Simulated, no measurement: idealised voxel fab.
The process module that follows is named voxel self aligned vias.
This is section cut - it's 225 nm across, gridded in 5 nm square cells.
A cross-section in this document is a grid of square cells, and it is written down as bands, the top band listed before the ones below it; a band is made up of one or more rows of cells.
First you get the band's top height and its bottom height, in nm, and then the materials it's made of, left to right, with each width in nm. If you see a single material with "edge to edge", that one covers the band edge to edge. "air" is empty space.
Heights are expressed relative to 0, this being the level below which the as-received wafer comprises one material exclusively. The lowest band is unbounded in the downward direction and is denoted as in "0 down".
When a width is written as two numbers, as in "30..40", the first number is the width in the top row of cells of the band and the second is the width in its bottom row, and the width changes by the same amount from each row to the next.
Reading "remained unchanged" for a step: not a cell of the cross-section changed in it.
The label "Enclosed internal voids" introduces a list of the empty spaces, 8 cells or larger, that have no open way up to the top; each entry in it reads width x height at distance, where the distance is taken from the left edge and all three are stated in nm.
Where a step's line continues beyond its settings, the continuation is a remark by the simulator itself on that step.
When a step includes a mask, the "overlay nm" setting on its line states how far to the right of its planned place that mask lay, and negative values state how far to the left.
Steps planned for the process
1,RECEIVE: material Si
2,CONFORMAL_DEP: material SiO2, thk nm 15
3,CONFORMAL_DEP: material SiCN, thk nm 5
4,DIRECTIONAL_DEP: material SiO2, thk nm 25
5,MASKED_ETCH: tone open, mask id LINES, width nm 25, pitch nm 55, etch materials SiO2, depth nm 25, overlay nm 0
6,CONFORMAL_DEP: material TiN, thk nm 5
7,FILL_DEP: material W, thk nm 10
8,CMP: height nm 45
9,SELECTIVE_ETCH: etch materials W Ru TiN, depth nm 5
10,FILL_DEP: material SiN, thk nm 5
11,CMP: height nm 45
12,DIRECTIONAL_DEP: material SiO2, thk nm 15
13,MASKED_ETCH: tone open, mask id VIAS, width nm 35, pitch nm 55, etch materials SiO2, depth nm 15, overlay nm 0
14,MASKED_ETCH: tone open, mask id VIAS, width nm 35, pitch nm 55, etch materials SiN, depth nm 5, overlay nm 0
15,CONFORMAL_DEP: material TiN, thk nm 5
16,FILL_DEP: material W, thk nm 10
17,CMP: height nm 60
18,CONFORMAL_DEP: material SiN, thk nm 5
Cross-sectional view of the wafer in its as-received condition, corresponding to the state after step 1
* 0 down = Si edge to edge
* Enclosed internal voids: none
Starting structure and process plan are as shown above, but one mistake was made in running the module; the wafer cross-section at the end of the module follows
* 65 to 60 = SiN edge to edge
* 60 to 50 = SiO2=65  TiN=5  W=25  TiN=5  SiO2=20  TiN=5  W=25  TiN=5  SiO2=70
* 50 to 45 = SiO2=65  TiN=15  W=10  TiN=10  SiO2=20  TiN=15  W=10  TiN=10  SiO2=70
* 45 to 40 = SiO2=75  TiN=20  SiO2=35  TiN=20  SiO2=75
* 40 to 25 = SiO2=75  TiN=5  W=10  TiN=5  SiO2=35  TiN=5  W=10  TiN=5  SiO2=75
* 25 to 20 = SiO2=75  TiN=20  SiO2=35  TiN=20  SiO2=75
* 20 to 15 = SiCN edge to edge
* 15 to 0 = SiO2 edge to edge
* 0 down = Si edge to edge
* Enclosed internal voids: none
Nonconformance to the process plan: step 5 ran with different settings than intended, the actual operation and settings being MASKED_ETCH: tone open, mask id LINES, width nm 20, pitch nm 55, etch materials SiO2, depth nm 25, overlay nm 0
